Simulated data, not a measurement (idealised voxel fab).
Process module in this document: voxel ribs on slabs
Cross-section cut: width 260 nm, square cells of 5 nm.
Each cross-section below is a grid of square cells, stated as bands in top-down order, with one or more rows of cells making up each band. This entry defines a band. It first specifies the height of the band's top and the height of its bottom in nm, and then specifies the band's materials from left to right, stating each material with its width in nm. The word "all across" identifies a single material that fills the band from edge to edge, while the word "empty" identifies empty space. Heights are measured from 0, the level below which the as-received wafer is all one material; the lowest band has no bottom and continues downward, written as in "top 0, no bottom". Think of "30 to 40" as a width that walks from the first number to the second as you go down the band, top row to bottom row, taking equal-sized steps from row to row. You'll sometimes find "nothing changed" written for a step, and that's the way of saying that nowhere in the cross-section did a cell change during that step. "Completely enclosed voids" means: voids of 8 cells or more that are shut off from the top with no open way through. Written width x height at distance, distance from the left edge, in nm. Heads up: the bit after the settings on a step's line is the simulator's remark on that step. overlay nm: how far to the right of its planned place the mask lay on this masked step (negative: to the left).

Planned step list for the process
1: RECEIVE: material Si
2: DIRECTIONAL_DEP: material SiO2, thk nm 20
3: DIRECTIONAL_DEP: material polySi, thk nm 25
4: MASKED_ETCH: tone cover, mask id RIB, width nm 20, etch materials polySi, depth nm 20, overlay nm -15
5: DIRECTIONAL_DEP: material aC, thk nm 15
6: PATTERN: tone cover, mask id SLAB, material resist, width nm 60, thk nm 35, overlay nm 0
7: DIRECTIONAL_ETCH: etch materials aC, depth nm 15
8: STRIP: etch materials resist
9: DIRECTIONAL_ETCH: etch materials polySi, depth nm 5
10: STRIP: etch materials aC
11: FILL_DEP: material SiO2, thk nm 15
12: CMP: height nm 55
13: DIRECTIONAL_DEP: material TiN, thk nm 5
14: DIRECTIONAL_DEP: material aC, thk nm 10
15: PATTERN: tone cover, mask id HEATER, material resist, width nm 30, thk nm 30, overlay nm 0
16: DIRECTIONAL_ETCH: etch materials aC, depth nm 10
17: STRIP: etch materials resist
18: DIRECTIONAL_ETCH: etch materials TiN, depth nm 5
19: STRIP: etch materials aC
20: CONFORMAL_DEP: material SiN, thk nm 10
Variable across wafers: step 4 overlay nm (plan value is that of the first wafer; starting state common to all).

Cross-section of the first of several wafers on receipt, reflecting completion of step 1
- top 0, no bottom | Si all across
- Completely enclosed voids: none

Cross-section, first of several wafers, end of module, after last step 20
- top 70, bottom 65 | 105 nm empty, then 50 nm SiN, then 105 nm empty
- top 65, bottom 60 | SiN all across
- top 60, bottom 55 | 115 nm SiN, then 30 nm TiN, then 115 nm SiN
- top 55, bottom 45 | SiO2 all across
- top 45, bottom 25 | 105 nm SiO2, then 20 nm polySi, then 135 nm SiO2
- top 25, bottom 20 | 100 nm SiO2, then 60 nm polySi, then 100 nm SiO2
- top 20, bottom 0 | SiO2 all across
- top 0, no bottom | Si all across
- Completely enclosed voids: none

Here's the last wafer cross-sectioned at the end of the module
- top 70, bottom 65 | 105 nm empty, then 50 nm SiN, then 105 nm empty
- top 65, bottom 60 | SiN all across
- top 60, bottom 55 | 115 nm SiN, then 30 nm TiN, then 115 nm SiN
- top 55, bottom 45 | SiO2 all across
- top 45, bottom 25 | 135 nm SiO2, then 20 nm polySi, then 105 nm SiO2
- top 25, bottom 20 | 100 nm SiO2, then 60 nm polySi, then 100 nm SiO2
- top 20, bottom 0 | SiO2 all across
- top 0, no bottom | Si all across
- Completely enclosed voids: none

For your reference, the table is organized with a row per wafer; each row reflects the wafer at the end of the module, indicating for each material the cells gained (+) or lost (-) since receipt, and thereafter its closed voids
overlay nm -15 | +108 SiN | +544 SiO2 | +6 TiN | +28 polySi | Completely enclosed voids: none
overlay nm -10 | +108 SiN | +544 SiO2 | +6 TiN | +28 polySi | Completely enclosed voids: none
overlay nm -5 | +108 SiN | +544 SiO2 | +6 TiN | +28 polySi | Completely enclosed voids: none
overlay nm 0 | +108 SiN | +544 SiO2 | +6 TiN | +28 polySi | Completely enclosed voids: none
overlay nm 5 | +108 SiN | +544 SiO2 | +6 TiN | +28 polySi | Completely enclosed voids: none
overlay nm 10 | +108 SiN | +544 SiO2 | +6 TiN | +28 polySi | Completely enclosed voids: none
overlay nm 15 | +108 SiN | +544 SiO2 | +6 TiN | +28 polySi | Completely enclosed voids: none
